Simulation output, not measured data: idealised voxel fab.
The process module presented herein is designated voxel capacitor over wiring.
Pictured: cross-section cut, 225 nm wide, on a grid of 5 nm square cells.
This document writes a cross-section as a grid whose cells are square, and gives it as bands, listed from the top down; one or more rows of cells form a band.
In this notation a band is specified by the heights of its top and bottom, in that order and in nm, after which its materials appear from left to right, each paired with its width in nm. The word "everywhere" attached to a single material means that material fills the band from edge to edge; the word "air" stands for empty space.
For the purposes of this specification, 0 denotes the height below which the wafer in its as-received condition is composed wholly of one material, and the lowermost band, lacking a lower limit, extends downward without end, as expressed in "0 nm and below".
Per-row width for "30->40": begins at first number (top row of band), ends at second number (bottom row), increment between rows held constant.
No cell of the cross-section changed in a step that is given as "nothing got changed".
Each empty space that has no open way to the top and spans at least 8 cells appears under "Closed-off voids" as width x height at distance, the distance counted from the left edge, all in nm.
Note: text after step settings on the step line = simulator remark on that step.
overlay nm: mask offset rightward from planned place, masked step; negative means leftward offset.
The remainder of this document consists of a sequence of paired cross-sections. Each pair presents the cross-section prior to one process step together with the cross-section following it, the latter being rendered only as deep as the lowest band that underwent change. The intervening step, together with its settings, is stated beneath each pair. Because the pairs may originate from different runs of this module on the same starting wafer, a given pair is to be read as continuing from the preceding pair only where its entry headed "Incoming profile" so indicates.
[Incoming profile]
* 0 nm and below: Si everywhere
* Closed-off voids: none
[Cut View, Post-Step]
* 15 nm to 0 nm: SiO2 everywhere
* Under the height 0 nothing was changed.
* Closed-off voids: none
Going from the before section above to the after section, the step was CONFORMAL_DEP, material SiO2, thk nm 15
Incoming profile: the pre-step structure is the one depicted after the step in the pair just above.
[Cut View, Post-Step]
* 20 nm to 15 nm: SiN everywhere
* Under the height 15 nothing was changed.
* Closed-off voids: none
Going from the before section above to the after section, the step was CONFORMAL_DEP, material SiN, thk nm 5
Incoming profile: the pre-step structure is the one depicted after the step in the pair just above.
[Cut View, Post-Step]
* 45 nm to 20 nm: SiO2 everywhere
* Under the height 20 nothing was changed.
* Closed-off voids: none
Going from the before section above to the after section, the step was DIRECTIONAL_DEP, material SiO2, thk nm 25
Incoming profile: the pre-step structure is the one depicted after the step in the pair just above.
[Cut View, Post-Step]
* 60 nm to 45 nm: resist: 55 / air: 30 / resist: 50 / air: 30 / resist: 60
* Under the height 45 nothing was changed.
* Closed-off voids: none
Going from the before section above to the after section, the step was PATTERN, tone open, mask id METAL_1, material resist, width nm 30, pitch nm 80, thk nm 15, overlay nm 0
Incoming profile: the pre-step structure is the one depicted after the step in the pair just above.
[Cut View, Post-Step]
* 60 nm to 45 nm: resist: 55 / air: 30 / resist: 50 / air: 30 / resist: 60
* 45 nm to 20 nm: SiO2: 55 / air: 30 / SiO2: 50 / air: 30 / SiO2: 60
* Under the height 20 nothing was changed.
* Closed-off voids: none
Going from the before section above to the after section, the step was DIRECTIONAL_ETCH, etch materials SiO2, depth nm 25
Incoming profile: the pre-step structure is the one depicted after the step in the pair just above.
[Cut View, Post-Step]
* 60 nm to 45 nm: resist: 55 / air: 30 / resist: 50 / air: 30 / resist: 60
* 45 nm to 20 nm: SiO2: 55 / air: 30 / SiO2: 50 / air: 30 / SiO2: 60
* 20 nm to 15 nm: SiN: 55 / air: 30 / SiN: 50 / air: 30 / SiN: 60
* Under the height 15 nothing was changed.
* Closed-off voids: none
Going from the before section above to the after section, the step was DIRECTIONAL_ETCH, etch materials SiN, depth nm 5
Incoming profile: the pre-step structure is the one depicted after the step in the pair just above.
[Cut View, Post-Step]
* 45 nm to 20 nm: SiO2: 55 / air: 30 / SiO2: 50 / air: 30 / SiO2: 60
* Under the height 20 nothing was changed.
* Closed-off voids: none
Going from the before section above to the after section, the step was STRIP, etch materials resist
Incoming profile: the pre-step structure is the one depicted after the step in the pair just above.
[Cut View, Post-Step]
* 50 nm to 45 nm: TiN: 60 / air: 20 / TiN: 60 / air: 20 / TiN: 65
* 45 nm to 20 nm: SiO2: 55 / TiN: 5 / air: 20 / TiN: 5 / SiO2: 50 / TiN: 5 / air: 20 / TiN: 5 / SiO2: 60
* 20 nm to 15 nm: SiN: 55 / TiN: 30 / SiN: 50 / TiN: 30 / SiN: 60
* Under the height 15 nothing was changed.
* Closed-off voids: none
Going from the before section above to the after section, the step was CONFORMAL_DEP, material TiN, thk nm 5
Incoming profile: the pre-step structure is the one depicted after the step in the pair just above.
[Cut View, Post-Step]
* 60 nm to 50 nm: W everywhere
* 50 nm to 45 nm: TiN: 60 / W: 20 / TiN: 60 / W: 20 / TiN: 65
* 45 nm to 20 nm: SiO2: 55 / TiN: 5 / W: 20 / TiN: 5 / SiO2: 50 / TiN: 5 / W: 20 / TiN: 5 / SiO2: 60
* Under the height 20 nothing was changed.
* Closed-off voids: none
Going from the before section above to the after section, the step was FILL_DEP, material W, thk nm 10
Incoming profile: the pre-step structure is the one depicted after the step in the pair just above.
[Cut View, Post-Step]
* 45 nm to 20 nm: SiO2: 55 / TiN: 5 / W: 20 / TiN: 5 / SiO2: 50 / TiN: 5 / W: 20 / TiN: 5 / SiO2: 60
* Under the height 20 nothing was changed.
* Closed-off voids: none
Going from the before section above to the after section, the step was CMP, height nm 45
Incoming profile: the pre-step structure is the one depicted after the step in the pair just above.
[Cut View, Post-Step]
* 50 nm to 45 nm: SiCN everywhere
* Under the height 45 nothing was changed.
* Closed-off voids: none
Going from the before section above to the after section, the step was CONFORMAL_DEP, material SiCN, thk nm 5
Incoming profile: the pre-step structure is the one depicted after the step in the pair just above.
[Cut View, Post-Step]
* 65 nm to 50 nm: lowk everywhere
* Under the height 50 nothing was changed.
* Closed-off voids: none
Going from the before section above to the after section, the step was DIRECTIONAL_DEP, material lowk, thk nm 15
Incoming profile: the pre-step structure is the one depicted after the step in the pair just above.
[Cut View, Post-Step]
* 85 nm to 65 nm: resist: 70 / air: 15 / resist: 140
* Under the height 65 nothing was changed.
* Closed-off voids: none
Going from the before section above to the after section, the step was PATTERN, tone open, mask id PLUG_1, material resist, width nm 15, thk nm 20, overlay nm 0
Incoming profile: the pre-step structure is the one depicted after the step in the pair just above.
[Cut View, Post-Step]
* 85 nm to 65 nm: resist: 70 / air: 15 / resist: 140
* 65 nm to 50 nm: lowk: 70 / air: 15 / lowk: 140
* Under the height 50 nothing was changed.
* Closed-off voids: none
Going from the before section above to the after section, the step was DIRECTIONAL_ETCH, etch materials lowk, depth nm 15
Incoming profile: the pre-step structure is the one depicted after the step in the pair just above.
[Cut View, Post-Step]
* 85 nm to 65 nm: resist: 70 / air: 15 / resist: 140
* 65 nm to 50 nm: lowk: 70 / air: 15 / lowk: 140
* 50 nm to 45 nm: SiCN: 70 / air: 15 / SiCN: 140
* Under the height 45 nothing was changed.
* Closed-off voids: none
Going from the before section above to the after section, the step was DIRECTIONAL_ETCH, etch materials SiCN, depth nm 5
Incoming profile: the pre-step structure is the one depicted after the step in the pair just above.
[Cut View, Post-Step]
* 65 nm to 50 nm: lowk: 70 / air: 15 / lowk: 140
* Under the height 50 nothing was changed.
* Closed-off voids: none
Going from the before section above to the after section, the step was STRIP, etch materials resist
Incoming profile: the pre-step structure is the one depicted after the step in the pair just above.
[Cut View, Post-Step]
* 65 nm to 55 nm: lowk: 70 / air: 15 / lowk: 140
* 55 nm to 50 nm: lowk: 70 / Ru: 15 / lowk: 140
* 50 nm to 45 nm: SiCN: 70 / Ru: 15 / SiCN: 140
* Under the height 45 nothing was changed.
* Closed-off voids: none
Going from the before section above to the after section, the step was EPI, material Ru, thk nm 10
Incoming profile: the pre-step structure is the one depicted after the step in the pair just above.
[Cut View, Post-Step]
* 65 nm to 50 nm: lowk: 70 / Ru: 15 / lowk: 140
* Under the height 50 nothing was changed.
* Closed-off voids: none
Going from the before section above to the after section, the step was EPI, material Ru, thk nm 10
Incoming profile: the pre-step structure is the one depicted after the step in the pair just above.
[Cut View, Post-Step]
* 75 nm to 65 nm: TiN everywhere
* Under the height 65 nothing was changed.
* Closed-off voids: none
Going from the before section above to the after section, the step was DIRECTIONAL_DEP, material TiN, thk nm 10
Incoming profile: the pre-step structure is the one depicted after the step in the pair just above.
[Cut View, Post-Step]
* 80 nm to 75 nm: HfO2 everywhere
* Under the height 75 nothing was changed.
* Closed-off voids: none
Going from the before section above to the after section, the step was DIRECTIONAL_DEP, material HfO2, thk nm 5
Incoming profile: the pre-step structure is the one depicted after the step in the pair just above.
[Cut View, Post-Step]
* 90 nm to 80 nm: TiN everywhere
* Under the height 80 nothing was changed.
* Closed-off voids: none
Going from the before section above to the after section, the step was DIRECTIONAL_DEP, material TiN, thk nm 10
Incoming profile: the pre-step structure is the one depicted after the step in the pair just above.
[Cut View, Post-Step]
* 90 nm to 80 nm: air: 70 / TiN: 55 / air: 100
* Under the height 80 nothing was changed.
* Closed-off voids: none
Going from the before section above to the after section, the step was MASKED_ETCH, tone cover, mask id UPPER_PLATE, width nm 55, etch materials TiN, depth nm 10, overlay nm 0
Incoming profile: the pre-step structure is the one depicted after the step in the pair just above.
[Cut View, Post-Step]
* 90 nm to 80 nm: air: 70 / TiN: 55 / air: 100
* 80 nm to 75 nm: air: 70 / HfO2: 55 / air: 100
* Under the height 75 nothing was changed.
* Closed-off voids: none
Going from the before section above to the after section, the step was MASKED_ETCH, tone cover, mask id UPPER_PLATE, width nm 55, etch materials HfO2, depth nm 5, overlay nm 0
Incoming profile: the pre-step structure is the one depicted after the step in the pair just above.
[Cut View, Post-Step]
* 90 nm to 80 nm: air: 70 / TiN: 55 / air: 100
* 80 nm to 75 nm: air: 70 / HfO2: 55 / air: 100
* 75 nm to 65 nm: air: 65 / TiN: 65 / air: 95
* Under the height 65 nothing was changed.
* Closed-off voids: none
Going from the before section above to the after section, the step was MASKED_ETCH, tone cover, mask id LOWER_PLATE, width nm 65, etch materials TiN, depth nm 10, overlay nm 0
Incoming profile: the pre-step structure is the one depicted after the step in the pair just above.
[Cut View, Post-Step]
* 110 nm to 90 nm: SiO2 everywhere
* 90 nm to 80 nm: SiO2: 70 / TiN: 55 / SiO2: 100
* 80 nm to 75 nm: SiO2: 70 / HfO2: 55 / SiO2: 100
* 75 nm to 65 nm: SiO2: 65 / TiN: 65 / SiO2: 95
* Under the height 65 nothing was changed.
* Closed-off voids: none
Going from the before section above to the after section, the step was FILL_DEP, material SiO2, thk nm 20
Incoming profile: the pre-step structure is the one depicted after the step in the pair just above.
[Cut View, Post-Step]
* 105 nm to 90 nm: SiO2 everywhere
* Under the height 90 nothing was changed.
* Closed-off voids: none
Going from the before section above to the after section, the step was CMP, height nm 105
Incoming profile: the pre-step structure is the one depicted after the step in the pair just above.
[Cut View, Post-Step]
* 120 nm to 105 nm: resist: 80 / air: 15 / resist: 130
* Under the height 105 nothing was changed.
* Closed-off voids: none
Going from the before section above to the after section, the step was PATTERN, tone open, mask id PLUG_2, material resist, width nm 15, thk nm 15, overlay nm 0
Incoming profile: the pre-step structure is the one depicted after the step in the pair just above.
[Cut View, Post-Step]
* 120 nm to 105 nm: resist: 80 / air: 15 / resist: 130
* 105 nm to 90 nm: SiO2: 80 / air: 15 / SiO2: 130
* Under the height 90 nothing was changed.
* Closed-off voids: none
Going from the before section above to the after section, the step was DIRECTIONAL_ETCH, etch materials SiO2, depth nm 15
Incoming profile: the pre-step structure is the one depicted after the step in the pair just above.
[Cut View, Post-Step]
* 105 nm to 90 nm: SiO2: 80 / air: 15 / SiO2: 130
* Under the height 90 nothing was changed.
* Closed-off voids: none
Going from the before section above to the after section, the step was STRIP, etch materials resist
Incoming profile: the pre-step structure is the one depicted after the step in the pair just above.
[Cut View, Post-Step]
* 110 nm to 105 nm: TiN: 85 / air: 5 / TiN: 135
* 105 nm to 95 nm: SiO2: 80 / TiN: 5 / air: 5 / TiN: 5 / SiO2: 130
* 95 nm to 90 nm: SiO2: 80 / TiN: 15 / SiO2: 130
* Under the height 90 nothing was changed.
* Closed-off voids: none
Going from the before section above to the after section, the step was CONFORMAL_DEP, material TiN, thk nm 5
Incoming profile: the pre-step structure is the one depicted after the step in the pair just above.
[Cut View, Post-Step]
* 120 nm to 110 nm: Ru everywhere
* 110 nm to 105 nm: TiN: 85 / Ru: 5 / TiN: 135
* 105 nm to 95 nm: SiO2: 80 / TiN: 5 / Ru: 5 / TiN: 5 / SiO2: 130
* Under the height 95 nothing was changed.
* Closed-off voids: none
Going from the before section above to the after section, the step was FILL_DEP, material Ru, thk nm 10
Incoming profile: the pre-step structure is the one depicted after the step in the pair just above.
[Cut View, Post-Step]
* 105 nm to 95 nm: SiO2: 80 / TiN: 5 / Ru: 5 / TiN: 5 / SiO2: 130
* Under the height 95 nothing was changed.
* Closed-off voids: none
Going from the before section above to the after section, the step was CMP, height nm 105
Incoming profile: the pre-step structure is the one depicted after the step in the pair just above.
[Cut View, Post-Step]
* 110 nm to 105 nm: SiN everywhere
* Under the height 105 nothing was changed.
* Closed-off voids: none
Going from the before section above to the after section, the step was CONFORMAL_DEP, material SiN, thk nm 5
[Incoming profile]
* 65 nm to 55 nm: lowk: 70 / air: 15 / lowk: 140
* 55 nm to 50 nm: lowk: 70 / Ru: 15 / lowk: 140
* 50 nm to 45 nm: SiCN: 70 / Ru: 15 / SiCN: 140
* 45 nm to 20 nm: SiO2: 55 / TiN: 5 / W: 20 / TiN: 5 / SiO2: 50 / TiN: 5 / W: 20 / TiN: 5 / SiO2: 60
* 20 nm to 15 nm: SiN: 55 / TiN: 30 / SiN: 50 / TiN: 30 / SiN: 60
* 15 nm to 0 nm: SiO2 everywhere
* 0 nm and below: Si everywhere
* Closed-off voids: none
[Cut View, Post-Step]
* 75 nm to 65 nm: TiN: 70 / air: 15 / TiN: 140
* 65 nm to 55 nm: lowk: 70 / TiN: 15 / lowk: 140
* Under the height 55 nothing was changed.
* Closed-off voids: none
Going from the before section above to the after section, the step was DIRECTIONAL_DEP, material TiN, thk nm 10
Incoming profile: the pre-step structure is the one depicted after the step in the pair just above.
[Cut View, Post-Step]
* 80 nm to 75 nm: HfO2: 70 / air: 15 / HfO2: 140
* 75 nm to 70 nm: TiN: 70 / air: 15 / TiN: 140
* 70 nm to 65 nm: TiN: 70 / HfO2: 15 / TiN: 140
* Under the height 65 nothing was changed.
* Closed-off voids: none
Going from the before section above to the after section, the step was DIRECTIONAL_DEP, material HfO2, thk nm 5
Incoming profile: the pre-step structure is the one depicted after the step in the pair just above.
[Cut View, Post-Step]
* 90 nm to 80 nm: TiN: 70 / air: 15 / TiN: 140
* 80 nm to 75 nm: HfO2: 70 / TiN: 15 / HfO2: 140
* 75 nm to 70 nm: TiN everywhere
* Under the height 70 nothing was changed.
* Closed-off voids: none
Going from the before section above to the after section, the step was DIRECTIONAL_DEP, material TiN, thk nm 10
Incoming profile: the pre-step structure is the one depicted after the step in the pair just above.
[Cut View, Post-Step]
* 90 nm to 80 nm: air: 85 / TiN: 40 / air: 100
* Under the height 80 nothing was changed.
* Closed-off voids: none
Going from the before section above to the after section, the step was MASKED_ETCH, tone cover, mask id UPPER_PLATE, width nm 55, etch materials TiN, depth nm 10, overlay nm 0
Incoming profile: the pre-step structure is the one depicted after the step in the pair just above.
[Cut View, Post-Step]
* 90 nm to 80 nm: air: 85 / TiN: 40 / air: 100
* 80 nm to 75 nm: air: 70 / TiN: 15 / HfO2: 40 / air: 100
* Under the height 75 nothing was changed.
* Closed-off voids: none
Going from the before section above to the after section, the step was MASKED_ETCH, tone cover, mask id UPPER_PLATE, width nm 55, etch materials HfO2, depth nm 5, overlay nm 0
Incoming profile: the pre-step structure is the one depicted after the step in the pair just above.
[Cut View, Post-Step]
* 90 nm to 80 nm: air: 85 / TiN: 40 / air: 100
* 80 nm to 75 nm: air: 70 / TiN: 15 / HfO2: 40 / air: 100
* 75 nm to 70 nm: air: 65 / TiN: 65 / air: 95
* 70 nm to 65 nm: air: 65 / TiN: 5 / HfO2: 15 / TiN: 45 / air: 95
* Under the height 65 nothing was changed.
* Closed-off voids: none
Going from the before section above to the after section, the step was MASKED_ETCH, tone cover, mask id LOWER_PLATE, width nm 65, etch materials TiN, depth nm 10, overlay nm 0
Incoming profile: the pre-step structure is the one depicted after the step in the pair just above.
[Cut View, Post-Step]
* 110 nm to 90 nm: SiO2 everywhere
* 90 nm to 80 nm: SiO2: 85 / TiN: 40 / SiO2: 100
* 80 nm to 75 nm: SiO2: 70 / TiN: 15 / HfO2: 40 / SiO2: 100
* 75 nm to 70 nm: SiO2: 65 / TiN: 65 / SiO2: 95
* 70 nm to 65 nm: SiO2: 65 / TiN: 5 / HfO2: 15 / TiN: 45 / SiO2: 95
* Under the height 65 nothing was changed.
* Closed-off voids: none
Going from the before section above to the after section, the step was FILL_DEP, material SiO2, thk nm 20
Incoming profile: the pre-step structure is the one depicted after the step in the pair just above.
[Cut View, Post-Step]
* 105 nm to 90 nm: SiO2 everywhere
* Under the height 90 nothing was changed.
* Closed-off voids: none
Going from the before section above to the after section, the step was CMP, height nm 105
Incoming profile: the pre-step structure is the one depicted after the step in the pair just above.
[Cut View, Post-Step]
* 120 nm to 105 nm: resist: 80 / air: 15 / resist: 130
* Under the height 105 nothing was changed.
* Closed-off voids: none
Going from the before section above to the after section, the step was PATTERN, tone open, mask id PLUG_2, material resist, width nm 15, thk nm 15, overlay nm 0
Incoming profile: the pre-step structure is the one depicted after the step in the pair just above.
[Cut View, Post-Step]
* 120 nm to 105 nm: resist: 80 / air: 15 / resist: 130
* 105 nm to 90 nm: SiO2: 80 / air: 15 / SiO2: 130
* Under the height 90 nothing was changed.
* Closed-off voids: none
Going from the before section above to the after section, the step was DIRECTIONAL_ETCH, etch materials SiO2, depth nm 15
Incoming profile: the pre-step structure is the one depicted after the step in the pair just above.
[Cut View, Post-Step]
* 105 nm to 90 nm: SiO2: 80 / air: 15 / SiO2: 130
* Under the height 90 nothing was changed.
* Closed-off voids: none
Going from the before section above to the after section, the step was STRIP, etch materials resist
Incoming profile: the pre-step structure is the one depicted after the step in the pair just above.
[Cut View, Post-Step]
* 110 nm to 105 nm: TiN: 85 / air: 5 / TiN: 135
* 105 nm to 95 nm: SiO2: 80 / TiN: 5 / air: 5 / TiN: 5 / SiO2: 130
* 95 nm to 90 nm: SiO2: 80 / TiN: 15 / SiO2: 130
* Under the height 90 nothing was changed.
* Closed-off voids: none
Going from the before section above to the after section, the step was CONFORMAL_DEP, material TiN, thk nm 5
Incoming profile: the pre-step structure is the one depicted after the step in the pair just above.
[Cut View, Post-Step]
* 120 nm to 110 nm: Ru everywhere
* 110 nm to 105 nm: TiN: 85 / Ru: 5 / TiN: 135
* 105 nm to 95 nm: SiO2: 80 / TiN: 5 / Ru: 5 / TiN: 5 / SiO2: 130
* Under the height 95 nothing was changed.
* Closed-off voids: none
Going from the before section above to the after section, the step was FILL_DEP, material Ru, thk nm 10
Incoming profile: the pre-step structure is the one depicted after the step in the pair just above.
[Cut View, Post-Step]
* 105 nm to 95 nm: SiO2: 80 / TiN: 5 / Ru: 5 / TiN: 5 / SiO2: 130
* Under the height 95 nothing was changed.
* Closed-off voids: none
Going from the before section above to the after section, the step was CMP, height nm 105
Incoming profile: the pre-step structure is the one depicted after the step in the pair just above.
[Cut View, Post-Step]
* 110 nm to 105 nm: SiN everywhere
* Under the height 105 nothing was changed.
* Closed-off voids: none
Going from the before section above to the after section, the step was CONFORMAL_DEP, material SiN, thk nm 5
[Incoming profile]
* 65 nm to 50 nm: lowk: 70 / Ru: 15 / lowk: 140
* 50 nm to 45 nm: SiCN: 70 / Ru: 15 / SiCN: 140
* 45 nm to 20 nm: SiO2: 55 / TiN: 5 / W: 20 / TiN: 5 / SiO2: 50 / TiN: 5 / W: 20 / TiN: 5 / SiO2: 60
* 20 nm to 15 nm: SiN: 55 / TiN: 30 / SiN: 50 / TiN: 30 / SiN: 60
* 15 nm to 0 nm: SiO2 everywhere
* 0 nm and below: Si everywhere
* Closed-off voids: none
[Cut View, Post-Step]
* 75 nm to 65 nm: air: 60 / Ru: 35 / air: 130
* Under the height 65 nothing was changed.
* Closed-off voids: none
Going from the before section above to the after section, the step was EPI, material Ru, thk nm 10
Incoming profile: the pre-step structure is the one depicted after the step in the pair just above.
[Cut View, Post-Step]
* 85 nm to 75 nm: air: 60 / TiN: 35 / air: 130
* 75 nm to 65 nm: TiN: 60 / Ru: 35 / TiN: 130
* Under the height 65 nothing was changed.
* Closed-off voids: none
Going from the before section above to the after section, the step was DIRECTIONAL_DEP, material TiN, thk nm 10
Incoming profile: the pre-step structure is the one depicted after the step in the pair just above.
[Cut View, Post-Step]
* 90 nm to 85 nm: air: 60 / HfO2: 35 / air: 130
* 85 nm to 80 nm: air: 60 / TiN: 35 / air: 130
* 80 nm to 75 nm: HfO2: 60 / TiN: 35 / HfO2: 130
* Under the height 75 nothing was changed.
* Closed-off voids: none
Going from the before section above to the after section, the step was DIRECTIONAL_DEP, material HfO2, thk nm 5
Incoming profile: the pre-step structure is the one depicted after the step in the pair just above.
[Cut View, Post-Step]
* 100 nm to 90 nm: air: 60 / TiN: 35 / air: 130
* 90 nm to 85 nm: TiN: 60 / HfO2: 35 / TiN: 130
* 85 nm to 80 nm: TiN everywhere
* Under the height 80 nothing was changed.
* Closed-off voids: none
Going from the before section above to the after section, the step was DIRECTIONAL_DEP, material TiN, thk nm 10
Incoming profile: the pre-step structure is the one depicted after the step in the pair just above.
[Cut View, Post-Step]
* 100 nm to 90 nm: air: 70 / TiN: 25 / air: 130
* 90 nm to 85 nm: air: 60 / HfO2: 35 / TiN: 30 / air: 100
* 85 nm to 80 nm: air: 60 / TiN: 65 / air: 100
* Under the height 80 nothing was changed.
* Closed-off voids: none
Going from the before section above to the after section, the step was MASKED_ETCH, tone cover, mask id UPPER_PLATE, width nm 55, etch materials TiN, depth nm 10, overlay nm 0
Incoming profile: the pre-step structure is the one depicted after the step in the pair just above.
[Cut View, Post-Step]
* 100 nm to 90 nm: air: 70 / TiN: 25 / air: 130
* 90 nm to 85 nm: air: 70 / HfO2: 25 / TiN: 30 / air: 100
* 85 nm to 80 nm: air: 60 / TiN: 65 / air: 100
* 80 nm to 75 nm: air: 60 / TiN: 35 / HfO2: 30 / air: 100
* Under the height 75 nothing was changed.
* Closed-off voids: none
Going from the before section above to the after section, the step was MASKED_ETCH, tone cover, mask id UPPER_PLATE, width nm 55, etch materials HfO2, depth nm 5, overlay nm 0
Incoming profile: the pre-step structure is the one depicted after the step in the pair just above.
[Cut View, Post-Step]
* 100 nm to 90 nm: air: 70 / TiN: 25 / air: 130
* 90 nm to 85 nm: air: 70 / HfO2: 25 / TiN: 30 / air: 100
* 85 nm to 80 nm: air: 65 / TiN: 60 / air: 100
* 80 nm to 75 nm: air: 65 / TiN: 30 / HfO2: 30 / air: 100
* 75 nm to 65 nm: air: 60 / Ru: 35 / TiN: 35 / air: 95
* Under the height 65 nothing was changed.
* Closed-off voids: none
Going from the before section above to the after section, the step was MASKED_ETCH, tone cover, mask id LOWER_PLATE, width nm 65, etch materials TiN, depth nm 10, overlay nm 0
Incoming profile: the pre-step structure is the one depicted after the step in the pair just above.
[Cut View, Post-Step]
* 120 nm to 100 nm: SiO2 everywhere
* 100 nm to 90 nm: SiO2: 70 / TiN: 25 / SiO2: 130
* 90 nm to 85 nm: SiO2: 70 / HfO2: 25 / TiN: 30 / SiO2: 100
* 85 nm to 80 nm: SiO2: 65 / TiN: 60 / SiO2: 100
* 80 nm to 75 nm: SiO2: 65 / TiN: 30 / HfO2: 30 / SiO2: 100
* 75 nm to 65 nm: SiO2: 60 / Ru: 35 / TiN: 35 / SiO2: 95
* Under the height 65 nothing was changed.
* Closed-off voids: none
Going from the before section above to the after section, the step was FILL_DEP, material SiO2, thk nm 20
Incoming profile: the pre-step structure is the one depicted after the step in the pair just above.
[Cut View, Post-Step]
* 105 nm to 100 nm: SiO2 everywhere
* Under the height 100 nothing was changed.
* Closed-off voids: none
Going from the before section above to the after section, the step was CMP, height nm 105
Incoming profile: the pre-step structure is the one depicted after the step in the pair just above.
[Cut View, Post-Step]
* 120 nm to 105 nm: resist: 80 / air: 15 / resist: 130
* Under the height 105 nothing was changed.
* Closed-off voids: none
Going from the before section above to the after section, the step was PATTERN, tone open, mask id PLUG_2, material resist, width nm 15, thk nm 15, overlay nm 0
Incoming profile: the pre-step structure is the one depicted after the step in the pair just above.
[Cut View, Post-Step]
* 120 nm to 105 nm: resist: 80 / air: 15 / resist: 130
* 105 nm to 100 nm: SiO2: 80 / air: 15 / SiO2: 130
* Under the height 100 nothing was changed.
* Closed-off voids: none
Going from the before section above to the after section, the step was DIRECTIONAL_ETCH, etch materials SiO2, depth nm 15
Incoming profile: the pre-step structure is the one depicted after the step in the pair just above.
[Cut View, Post-Step]
* 105 nm to 100 nm: SiO2: 80 / air: 15 / SiO2: 130
* Under the height 100 nothing was changed.
* Closed-off voids: none
Going from the before section above to the after section, the step was STRIP, etch materials resist
Incoming profile: the pre-step structure is the one depicted after the step in the pair just above.
[Cut View, Post-Step]
* 110 nm to 105 nm: TiN: 85 / air: 5 / TiN: 135
* 105 nm to 100 nm: SiO2: 80 / TiN: 15 / SiO2: 130
* Under the height 100 nothing was changed.
* Closed-off voids: none
Going from the before section above to the after section, the step was CONFORMAL_DEP, material TiN, thk nm 5
Incoming profile: the pre-step structure is the one depicted after the step in the pair just above.
[Cut View, Post-Step]
* 120 nm to 110 nm: Ru everywhere
* 110 nm to 105 nm: TiN: 85 / Ru: 5 / TiN: 135
* Under the height 105 nothing was changed.
* Closed-off voids: none
Going from the before section above to the after section, the step was FILL_DEP, material Ru, thk nm 10
Incoming profile: the pre-step structure is the one depicted after the step in the pair just above.
[Cut View, Post-Step]
* 105 nm to 100 nm: SiO2: 80 / TiN: 15 / SiO2: 130
* Under the height 100 nothing was changed.
* Closed-off voids: none
Going from the before section above to the after section, the step was CMP, height nm 105
Incoming profile: the pre-step structure is the one depicted after the step in the pair just above.
[Cut View, Post-Step]
* 110 nm to 105 nm: SiN everywhere
* Under the height 105 nothing was changed.
* Closed-off voids: none
Going from the before section above to the after section, the step was CONFORMAL_DEP, material SiN, thk nm 5
[Incoming profile]
* 65 nm to 50 nm: lowk: 70 / Ru: 15 / lowk: 140
* 50 nm to 45 nm: SiCN: 70 / Ru: 15 / SiCN: 140
* 45 nm to 20 nm: SiO2: 55 / TiN: 5 / W: 20 / TiN: 5 / SiO2: 50 / TiN: 5 / W: 20 / TiN: 5 / SiO2: 60
* 20 nm to 15 nm: SiN: 55 / TiN: 30 / SiN: 50 / TiN: 30 / SiN: 60
* 15 nm to 0 nm: SiO2 everywhere
* 0 nm and below: Si everywhere
* Closed-off voids: none
[Cut View, Post-Step]
* 70 nm to 65 nm: HfO2 everywhere
* Under the height 65 nothing was changed.
* Closed-off voids: none
Going from the before section above to the after section, the step was DIRECTIONAL_DEP, material HfO2, thk nm 5
Incoming profile: the pre-step structure is the one depicted after the step in the pair just above.
[Cut View, Post-Step]
* 80 nm to 70 nm: TiN everywhere
* Under the height 70 nothing was changed.
* Closed-off voids: none
Going from the before section above to the after section, the step was DIRECTIONAL_DEP, material TiN, thk nm 10
Incoming profile: the pre-step structure is the one depicted after the step in the pair just above.
[Cut View, Post-Step]
* 90 nm to 70 nm: TiN everywhere
* Under the height 70 nothing was changed.
* Closed-off voids: none
Going from the before section above to the after section, the step was DIRECTIONAL_DEP, material TiN, thk nm 10
Incoming profile: the pre-step structure is the one depicted after the step in the pair just above.
[Cut View, Post-Step]
* 90 nm to 80 nm: air: 70 / TiN: 55 / air: 100
* Under the height 80 nothing was changed.
* Closed-off voids: none
Going from the before section above to the after section, the step was MASKED_ETCH, tone cover, mask id UPPER_PLATE, width nm 55, etch materials TiN, depth nm 10, overlay nm 0
Incoming profile: the pre-step structure is the one depicted after the step in the pair just above.
[Cut View, Post-Step]
* 90 nm to 80 nm: air: 70 / TiN: 55 / air: 100
* 80 nm to 70 nm: air: 65 / TiN: 65 / air: 95
* Under the height 70 nothing was changed.
* Closed-off voids: none
Going from the before section above to the after section, the step was MASKED_ETCH, tone cover, mask id LOWER_PLATE, width nm 65, etch materials TiN, depth nm 10, overlay nm 0
Incoming profile: the pre-step structure is the one depicted after the step in the pair just above.
[Cut View, Post-Step]
* 110 nm to 90 nm: SiO2 everywhere
* 90 nm to 80 nm: SiO2: 70 / TiN: 55 / SiO2: 100
* 80 nm to 70 nm: SiO2: 65 / TiN: 65 / SiO2: 95
* Under the height 70 nothing was changed.
* Closed-off voids: none
Going from the before section above to the after section, the step was FILL_DEP, material SiO2, thk nm 20
Incoming profile: the pre-step structure is the one depicted after the step in the pair just above.
[Cut View, Post-Step]
* 105 nm to 90 nm: SiO2 everywhere
* Under the height 90 nothing was changed.
* Closed-off voids: none
Going from the before section above to the after section, the step was CMP, height nm 105
Incoming profile: the pre-step structure is the one depicted after the step in the pair just above.
[Cut View, Post-Step]
* 120 nm to 105 nm: resist: 80 / air: 15 / resist: 130
* Under the height 105 nothing was changed.
* Closed-off voids: none
Going from the before section above to the after section, the step was PATTERN, tone open, mask id PLUG_2, material resist, width nm 15, thk nm 15, overlay nm 0
Incoming profile: the pre-step structure is the one depicted after the step in the pair just above.
[Cut View, Post-Step]
* 120 nm to 105 nm: resist: 80 / air: 15 / resist: 130
* 105 nm to 90 nm: SiO2: 80 / air: 15 / SiO2: 130
* Under the height 90 nothing was changed.
* Closed-off voids: none
Going from the before section above to the after section, the step was DIRECTIONAL_ETCH, etch materials SiO2, depth nm 15
Incoming profile: the pre-step structure is the one depicted after the step in the pair just above.
[Cut View, Post-Step]
* 105 nm to 90 nm: SiO2: 80 / air: 15 / SiO2: 130
* Under the height 90 nothing was changed.
* Closed-off voids: none
Going from the before section above to the after section, the step was STRIP, etch materials resist
Incoming profile: the pre-step structure is the one depicted after the step in the pair just above.
[Cut View, Post-Step]
* 110 nm to 105 nm: TiN: 85 / air: 5 / TiN: 135
* 105 nm to 95 nm: SiO2: 80 / TiN: 5 / air: 5 / TiN: 5 / SiO2: 130
* 95 nm to 90 nm: SiO2: 80 / TiN: 15 / SiO2: 130
* Under the height 90 nothing was changed.
* Closed-off voids: none
Going from the before section above to the after section, the step was CONFORMAL_DEP, material TiN, thk nm 5
